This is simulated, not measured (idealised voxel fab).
Process module name: voxel gate over fins
We display cut, a cross-section 270 nm in width whose square cells are each 5 nm.
Cross-section layout: square cells on a grid; listed as bands, top to bottom; a band spans one or more cell rows.
Top height, bottom height, nm. Materials left to right, width each, nm. Single material + "everywhere" = fills band edge to edge. "blank" = empty.
Ref level 0: as-received wafer is one material below here. Bottom band extends down with no lower bound ("0 nm and below").
The notation "30 to 40" denotes a width that varies across the rows of cells in the band, beginning at the first number in the top row, finishing at the second number in the bottom row, and changing by an identical amount from each row to the next.
Given "remains unaltered" for a step, no cell of the cross-section differs between before and after that step.
The entry "Sealed void list" lists the empty spaces that cover at least 8 cells and have no open path to the top. Each is written as width x height at distance, where the distance is measured from the left edge and all three values are in nm.
Whatever follows a step's settings on its line is a remark the simulator itself makes about that step.
overlay nm: on a step with a mask, how far right of its planned place the mask lay; negative means left.
Listed below are the process steps as planned:
1: RECEIVE | material Si
2: CONFORMAL_DEP | material SiN | thk nm 5
3: PATTERN | tone cover | mask id FINS | material resist | width nm 15 | pitch nm 40 | thk nm 15 | overlay nm 0
4: DIRECTIONAL_ETCH | etch materials SiN | depth nm 5
5: DIRECTIONAL_ETCH | etch materials Si | depth nm 35
6: STRIP | etch materials resist
7: OXIDIZE | depth nm 5
8: FILL_DEP | material SiO2 | thk nm 15
9: CMP | height nm 5
10: SELECTIVE_ETCH | etch materials SiO2 | depth nm 15
11: STRIP | etch materials SiN
12: CONFORMAL_DEP | material HfO2 | thk nm 5
13: CONFORMAL_DEP | material TiN | thk nm 5
14: CONFORMAL_DEP | material TiAl | thk nm 5
15: CONFORMAL_DEP | material TiN | thk nm 5
16: FILL_DEP | material W | thk nm 15
17: CMP | height nm 30
18: CONFORMAL_DEP | material SiN | thk nm 10
As-received state of the wafer in cross-section, equivalent to post-step 1:
    0 nm and below: Si everywhere
    Sealed void list: none
Wafer cross-section at end of module: start and plan as shown above, one execution error:
    40 nm to 30 nm: SiN everywhere
    30 nm to 20 nm: W everywhere
    20 nm to 15 nm: 70 nm W; 130 nm TiN; 70 nm W
    15 nm to 10 nm: 70 nm W; 5 nm TiN; 120 nm TiAl; 5 nm TiN; 70 nm W
    10 nm to 5 nm: 75 nm TiN; 5 nm TiAl; 30 nm TiN; 10 nm TiAl; 30 nm TiN; 10 nm TiAl; 30 nm TiN; 5 nm TiAl; 75 nm TiN
    5 nm to 0 nm: 80 nm TiAl; 5 nm TiN; 20 nm HfO2; 5 nm TiN; 10 nm TiAl; 5 nm TiN; 20 nm HfO2; 5 nm TiN; 10 nm TiAl; 5 nm TiN; 20 nm HfO2; 5 nm TiN; 80 nm TiAl
    0 nm to -5 nm: 85 nm TiN; 5 nm HfO2; 10 nm Si; 5 nm HfO2; 20 nm TiN; 5 nm HfO2; 10 nm Si; 5 nm HfO2; 20 nm TiN; 5 nm HfO2; 10 nm Si; 5 nm HfO2; 85 nm TiN
    -5 nm to -10 nm: 90 nm HfO2; 10 nm Si; 30 nm HfO2; 10 nm Si; 30 nm HfO2; 10 nm Si; 90 nm HfO2
    -10 nm to -40 nm: 90 nm SiO2; 10 nm Si; 30 nm SiO2; 10 nm Si; 30 nm SiO2; 10 nm Si; 90 nm SiO2
    -40 nm and below: Si everywhere
    Sealed void list: none
The plan and the run diverged here: for step 3, the planned setting was not used; the step was instead run as PATTERN | tone cover | mask id FINS | material resist | width nm 20 | pitch nm 40 | thk nm 15 | overlay nm 0
